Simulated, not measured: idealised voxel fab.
The document below concerns the process module designated voxel self aligned vias.
Section shown: cut. Width: 185 nm. Cell size: 5 nm, square.
Square cells in a grid make up a cross-section in this document, and the grid is given as bands, listed from the top down, each one or more rows of cells. The band entry comprises the height of the band's top followed by the height of its bottom, expressed in nm, and subsequently the band's materials from left to right, each stated together with its width in nm. Where a single material is marked with the word "everywhere", that material fills the band from edge to edge. The word "air" represents empty space. A quick word on heights: they are counted from 0, and under that level the wafer as it came to us is one material throughout. The lowest band is different from the rest in having no bottom; it simply continues downward, written as in "0 nm and below". Top row gets the first number, bottom row gets the second, and each row in between changes by the same step: that is how a band width like "30 to 40" works. Step marked "remained unchanged"? Then no cell in the cross-section changed in it. Voids not open to the top, 8 cells minimum: see "Trapped voids". Written width x height at distance; distance is from the left edge; nm. Read whatever lies past the settings on a step's line as the simulator's own remark about the step. A step's line can hold "overlay nm"; with a mask on that step, the setting says how far right of the planned place the mask lay, while a negative setting says it lay to the left.
[plan]
1: RECEIVE | material Si
2: CONFORMAL_DEP | material SiO2 | thk nm 15
3: CONFORMAL_DEP | material SiCN | thk nm 5
4: DIRECTIONAL_DEP | material SiO2 | thk nm 20
5: MASKED_ETCH | tone open | mask id LINES | width nm 25 | pitch nm 50 | etch materials SiO2 | depth nm 20 | overlay nm 0
6: CONFORMAL_DEP | material TiN | thk nm 5
7: FILL_DEP | material W | thk nm 10
8: CMP | height nm 40
9: SELECTIVE_ETCH | etch materials W Ru TiN | depth nm 5
10: FILL_DEP | material SiN | thk nm 10
11: CMP | height nm 40
12: DIRECTIONAL_DEP | material SiO2 | thk nm 20
13: MASKED_ETCH | tone open | mask id VIAS | width nm 35 | pitch nm 50 | etch materials SiO2 | depth nm 20 | overlay nm 0
14: MASKED_ETCH | tone open | mask id VIAS | width nm 35 | pitch nm 50 | etch materials SiN | depth nm 5 | overlay nm 0
15: CONFORMAL_DEP | material TiN | thk nm 5
16: FILL_DEP | material Cu | thk nm 10
17: CMP | height nm 60
18: CONFORMAL_DEP | material SiCN | thk nm 5
[Cross-section, incoming material, after step 1]
  0 nm and below  Si everywhere
  Trapped voids: none
[End-of-module XS, first of two wafers, run as planned]
  65 nm to 60 nm  SiCN everywhere
  60 nm to 45 nm  SiO2=25; TiN=5; Cu=25; TiN=5; SiO2=15; TiN=5; Cu=25; TiN=5; SiO2=15; TiN=5; Cu=25; TiN=5; SiO2=25
  45 nm to 40 nm  SiO2=25; TiN=10; Cu=15; TiN=10; SiO2=15; TiN=10; Cu=15; TiN=10; SiO2=15; TiN=10; Cu=15; TiN=10; SiO2=25
  40 nm to 35 nm  SiO2=30; TiN=25; SiO2=25; TiN=25; SiO2=25; TiN=25; SiO2=30
  35 nm to 25 nm  SiO2=30; TiN=5; W=15; TiN=5; SiO2=25; TiN=5; W=15; TiN=5; SiO2=25; TiN=5; W=15; TiN=5; SiO2=30
  25 nm to 20 nm  SiO2=30; TiN=25; SiO2=25; TiN=25; SiO2=25; TiN=25; SiO2=30
  20 nm to 15 nm  SiCN everywhere
  15 nm to 0 nm  SiO2 everywhere
  0 nm and below  Si everywhere
  Trapped voids: none
[Here's the second of our two wafers sectioned at module end. Same start as the first, same plan, but one mistake got made running it]
  65 nm to 60 nm  SiCN everywhere
  60 nm to 45 nm  SiO2=25; TiN=5; Cu=25; TiN=5; SiO2=15; TiN=5; Cu=25; TiN=5; SiO2=15; TiN=5; Cu=25; TiN=5; SiO2=25
  45 nm to 40 nm  SiO2=25; TiN=10; Cu=15; TiN=10; SiO2=15; TiN=10; Cu=15; TiN=10; SiO2=15; TiN=10; Cu=15; TiN=10; SiO2=25
  40 nm to 35 nm  SiO2=30; TiN=25; SiO2=25; TiN=25; SiO2=25; TiN=25; SiO2=30
  35 nm to 25 nm  SiO2=30; SiN=25; SiO2=25; SiN=25; SiO2=25; SiN=25; SiO2=30
  25 nm to 20 nm  SiO2=30; TiN=25; SiO2=25; TiN=25; SiO2=25; TiN=25; SiO2=30
  20 nm to 15 nm  SiCN everywhere
  15 nm to 0 nm  SiO2 everywhere
  0 nm and below  Si everywhere
  Trapped voids: none
What went wrong in running the wafer? off-plan run, step 9, actual operation and settings SELECTIVE_ETCH | etch materials W Ru TiN | depth nm 15
At the finish, the second wafer shows more or fewer cells for some materials than the first does: 30 more of SiN; 12 fewer of TiN; 18 fewer of W
